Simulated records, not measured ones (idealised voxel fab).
Name of the process module below: voxel capacitor over wiring
Square cell edge 5 nm, section width 300 nm, ID cut.
Notation: cross-section as square-cell grid; stated in bands, top first, going down; one or more cell rows per band.
Heads up on the band format: heights come first, top then bottom, in nm. After that it's the materials left to right, each with its width in nm. A single material flagged "everywhere" fills the whole band edge to edge, and "blank" means there's empty space there.
Height 0 is the level under which the wafer as received is all one material. The lowest band goes on downwards, as in "top 0, no bottom".
Quick explanation for "30 to 40": the width changes in equal steps down the rows of cells, from the first number in the band's top row to the second number in its bottom row.
Where a step carries "stayed the same", the cross-section came out of it unchanged, cell for cell.
Enclosed voids (no open way to top), threshold 8 cells or more, entry "Enclosed cavity list", notation width x height at distance, distance from left edge, nm.
Whatever follows a step's settings on its line is a remark the simulator itself makes about that step.
You can add "overlay nm" to a step's line. For a step with a mask, it describes how far the mask lay to the right of its planned position, and a negative number describes a lay to the left.

-- These are the steps we planned for the process
- 1: RECEIVE with material Si
- 2: CONFORMAL_DEP with material SiO2, thk nm 15
- 3: CONFORMAL_DEP with material SiN, thk nm 5
- 4: DIRECTIONAL_DEP with material lowk, thk nm 20
- 5: DIRECTIONAL_DEP with material aC, thk nm 15
- 6: PATTERN with tone open, mask id METAL_1, material resist, width nm 20, pitch nm 85, thk nm 30, overlay nm 0
- 7: DIRECTIONAL_ETCH with etch materials aC, depth nm 15
- 8: STRIP with etch materials resist
- 9: DIRECTIONAL_ETCH with etch materials lowk, depth nm 20
- 10: DIRECTIONAL_ETCH with etch materials SiN, depth nm 5
- 11: STRIP with etch materials aC
- 12: CONFORMAL_DEP with material TiN, thk nm 5
- 13: FILL_DEP with material Cu, thk nm 10
- 14: CMP with height nm 40
- 15: CONFORMAL_DEP with material SiCN, thk nm 5
- 16: DIRECTIONAL_DEP with material lowk, thk nm 20
- 17: PATTERN with tone open, mask id PLUG_1, material resist, width nm 15, thk nm 20, overlay nm 0
- 18: DIRECTIONAL_ETCH with etch materials lowk, depth nm 20
- 19: DIRECTIONAL_ETCH with etch materials SiCN, depth nm 5
- 20: STRIP with etch materials resist
- 21: EPI with material Ru, thk nm 10
- 22: EPI with material Ru, thk nm 10
- 23: EPI with material Ru, thk nm 5
- 24: DIRECTIONAL_DEP with material TiN, thk nm 5
- 25: DIRECTIONAL_DEP with material SiN, thk nm 5
- 26: DIRECTIONAL_DEP with material TiN, thk nm 10
- 27: PATTERN with tone cover, mask id UPPER_PLATE, material resist, width nm 70, thk nm 15, overlay nm 0
- 28: DIRECTIONAL_ETCH with etch materials TiN, depth nm 10
- 29: DIRECTIONAL_ETCH with etch materials SiN, depth nm 5
- 30: STRIP with etch materials resist
- 31: MASKED_ETCH with tone cover, mask id LOWER_PLATE, width nm 80, etch materials TiN, depth nm 5, overlay nm 0
- 32: FILL_DEP with material SiO2, thk nm 20
- 33: CMP with height nm 100
- 34: MASKED_ETCH with tone open, mask id PLUG_2, width nm 15, etch materials SiO2, depth nm 15, overlay nm 0
- 35: CONFORMAL_DEP with material TiN, thk nm 5
- 36: FILL_DEP with material Cu, thk nm 10
- 37: CMP with height nm 100
- 38: CONFORMAL_DEP with material SiCN, thk nm 5

-- Shown in cross-section is the wafer as received, that is, as it stands after step 1
* top 0, no bottom: Si everywhere
* Enclosed cavity list: none

-- Figure: cross-sectional view of the wafer upon completion of the module, processed from the initial state and according to the plan depicted above, with one error introduced during execution
* top 105, bottom 100: SiCN everywhere
* top 100, bottom 90: 110 of SiO2 / 5 of TiN / 5 of Cu / 5 of TiN / 175 of SiO2
* top 90, bottom 80: 110 of SiO2 / 15 to 65 of TiN / 175 to 125 of SiO2
* top 80, bottom 75: 110 of SiO2 / 70 of TiN / 120 of SiO2
* top 75, bottom 70: 110 of SiO2 / 70 of SiN / 120 of SiO2
* top 70, bottom 65: 95 of SiO2 / 85 of TiN / 120 of SiO2
* top 65, bottom 45: 100 of lowk / 15 of Ru / 185 of lowk
* top 45, bottom 40: 100 of SiCN / 15 of Ru / 185 of SiCN
* top 40, bottom 20: 95 of lowk / 5 of TiN / 10 of Cu / 5 of TiN / 65 of lowk / 5 of TiN / 10 of Cu / 5 of TiN / 100 of lowk
* top 20, bottom 15: 95 of SiN / 20 of TiN / 65 of SiN / 20 of TiN / 100 of SiN
* top 15, bottom 0: SiO2 everywhere
* top 0, no bottom: Si everywhere
* Enclosed cavity list: none
Run error: heads up, step 27 didn't go per plan, it actually ran as PATTERN with tone cover, mask id UPPER_PLATE, material resist, width nm 70, thk nm 15, overlay nm 10
